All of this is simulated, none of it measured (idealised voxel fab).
A process module follows: voxel lift off.
Shown is cross-section cut, with a width of 210 nm and square cells of size 5 nm.
Throughout this document, each cross-section is represented as a grid of square cells and is presented as a sequence of bands enumerated from the top downward, where a band comprises one or more rows of cells.
Quick guide to a band line: top height, bottom height (nm) up front; then every material left to right with its width in nm. Only one material and it's marked "everywhere"? Then it fills the band edge to edge. And "empty" just means empty space.
Zero point of the height axis is 0; under it, received wafer = one material. Lowest band: continues down indefinitely, "0..down".
Think of "30 to 40" as a width that walks from the first number to the second as you go down the band, top row to bottom row, taking equal-sized steps from row to row.
Step note "no modifications" = no cross-section cell changed.
The list in "Closed empty spaces" covers empty spaces of 8 cells or more that cannot reach the top through any open way, and it gives each as width x height at distance; the distance is from the left edge, and width, height and distance are in nm.
Read whatever lies past the settings on a step's line as the simulator's own remark about the step.
Steps that use a mask can have "overlay nm" on their line. It says how far the mask sat to the right of where it was meant to be. Negative means to the left.
### Planned step list for the process
- 1: RECEIVE | material Si
- 2: CONFORMAL_DEP | material SiO2 | thk nm 10
- 3: PATTERN | tone open | mask id LINES | material resist | width nm 20 | pitch nm 35 | thk nm 20 | overlay nm 0
- 4: DIRECTIONAL_DEP | material Ru | thk nm 10
- 5: STRIP | etch materials resist
- 6: CONFORMAL_DEP | material SiN | thk nm 5
### First wafer of two (run as planned)
### As-received state of the wafer in cross-section, equivalent to post-step 1
    0..down  Si everywhere
    Closed empty spaces: none
### State of the wafer after step 2, shown in cross-section
    10..0  SiO2 everywhere
    Everything below 0 is unchanged.
### State of the wafer after step 3, shown in cross-section
    30..10  75 resist  20 empty  15 resist  20 empty  80 resist
    Everything below 10 is unchanged.
### State of the wafer after step 4, shown in cross-section
    40..30  75 Ru  20 empty  15 Ru  20 empty  80 Ru
    30..20  75 resist  20 empty  15 resist  20 empty  80 resist
    20..10  75 resist  20 Ru  15 resist  20 Ru  80 resist
    Everything below 10 is unchanged.
### State of the wafer after step 5, shown in cross-section
    20..10  75 empty  20 Ru  15 empty  20 Ru  80 empty
    Everything below 10 is unchanged.
### State of the wafer after step 6, shown in cross-section
    25..20  70 empty  30 SiN  5 empty  30 SiN  75 empty
    20..15  70 empty  5 SiN  20 Ru  5 SiN  5 empty  5 SiN  20 Ru  5 SiN  75 empty
    15..10  75 SiN  20 Ru  15 SiN  20 Ru  80 SiN
    Everything below 10 is unchanged.
### Notes, second wafer: start = first wafer's, plan = first wafer's, execution had one mistake; history identical to first through step 1
At the planned end of step 2, the second wafer in cross-section: no modifications
### At the planned end of step 3, the second wafer in cross-section
    20..0  75 resist  20 empty  15 resist  20 empty  80 resist
    Everything below 0 is unchanged.
### At the planned end of step 4, the second wafer in cross-section
    30..20  75 Ru  20 empty  15 Ru  20 empty  80 Ru
    20..10  75 resist  20 empty  15 resist  20 empty  80 resist
    10..0  75 resist  20 Ru  15 resist  20 Ru  80 resist
    Everything below 0 is unchanged.
### At the planned end of step 5, the second wafer in cross-section
    10..0  75 empty  20 Ru  15 empty  20 Ru  80 empty
    Everything below 0 is unchanged.
### At the planned end of step 6, the second wafer in cross-section
    15..10  70 empty  30 SiN  5 empty  30 SiN  75 empty
    10..5  70 empty  5 SiN  20 Ru  5 SiN  5 empty  5 SiN  20 Ru  5 SiN  75 empty
    5..0  75 SiN  20 Ru  15 SiN  20 Ru  80 SiN
    Everything below 0 is unchanged.
Plan not followed: yeah, step 2 of the plan got skipped, never ran
In the final state, the cell counts of the second wafer exceed or fall short of those of the first for the following materials: -84 SiO2
